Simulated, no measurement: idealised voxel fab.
Proc. module: voxel tone inversion
We display cut, a cross-section 230 nm in width whose square cells are each 5 nm.
Bands, listed from the top down, are how a cross-section gets written in this document; the cross-section itself is a grid of square cells, and a band is one or more rows of them. This entry defines a band. It first specifies the height of the band's top and the height of its bottom in nm, and then specifies the band's materials from left to right, stating each material with its width in nm. The word "everywhere" identifies a single material that fills the band from edge to edge, while the word "air" identifies empty space. Heights from 0 (as-received wafer is one material below). Bottom band endless downward, as "0 -> down". Think of "30->40" as a width that walks from the first number to the second as you go down the band, top row to bottom row, taking equal-sized steps from row to row. For the purposes of this document, the phrase "no change" attached to a step denotes that no cell within the cross-section was modified by that step. "Catalogued sealed voids": sealed empty spaces, 8 cells or more, no open way to top, listed width x height at distance, with distance from the left edge and width, height and distance in nm. Read whatever lies past the settings on a step's line as the simulator's own remark about the step. "overlay nm" answers the question of how far to the right of plan the mask lay on a step that has a mask, and when it is negative the answer is to the left.

-- Intended process steps
1: RECEIVE | material Si
2: CONFORMAL_DEP | material SiN | thk nm 5
3: DIRECTIONAL_DEP | material aC | thk nm 15
4: PATTERN | tone cover | mask id POSTS | material resist | width nm 25 | pitch nm 40 | thk nm 20 | overlay nm 0
5: DIRECTIONAL_ETCH | etch materials aC | depth nm 15
6: STRIP | etch materials resist
7: FILL_DEP | material lowk | thk nm 10
8: CMP | height nm 20
9: STRIP | etch materials aC
10: CONFORMAL_DEP | material TiN | thk nm 5
11: FILL_DEP | material Ru | thk nm 5
12: CMP | height nm 20
13: CONFORMAL_DEP | material SiN | thk nm 5

-- Cross-section: wafer on arrival = after step 1
	0 -> down = Si everywhere
	Catalogued sealed voids: none

-- First of two wafers: cross-section at end of module, run per plan
	25 -> 20 = SiN everywhere
	20 -> 10 = lowk (80), TiN (5), Ru (15), TiN (5), lowk (15), TiN (5), Ru (15), TiN (5), lowk (85)
	10 -> 5 = lowk (80), TiN (25), lowk (15), TiN (25), lowk (85)
	5 -> 0 = SiN everywhere
	0 -> down = Si everywhere
	Catalogued sealed voids: none

-- Cross-sectional view: second of two wafers, end of module; start and plan identical to the first, one mistake in running
	25 -> 20 = SiN everywhere
	20 -> 5 = TiN everywhere
	5 -> 0 = SiN everywhere
	0 -> down = Si everywhere
	Catalogued sealed voids: none
Which mistake was made when the wafer was run? contrary to plan, step 3 was performed as DIRECTIONAL_DEP | material TiN | thk nm 15
It is noted that, at the conclusion of processing, the second wafer exhibits a higher or lower cell count for certain materials relative to the first: Ru: 12 fewer; TiN: 120 more; lowk: 108 fewer
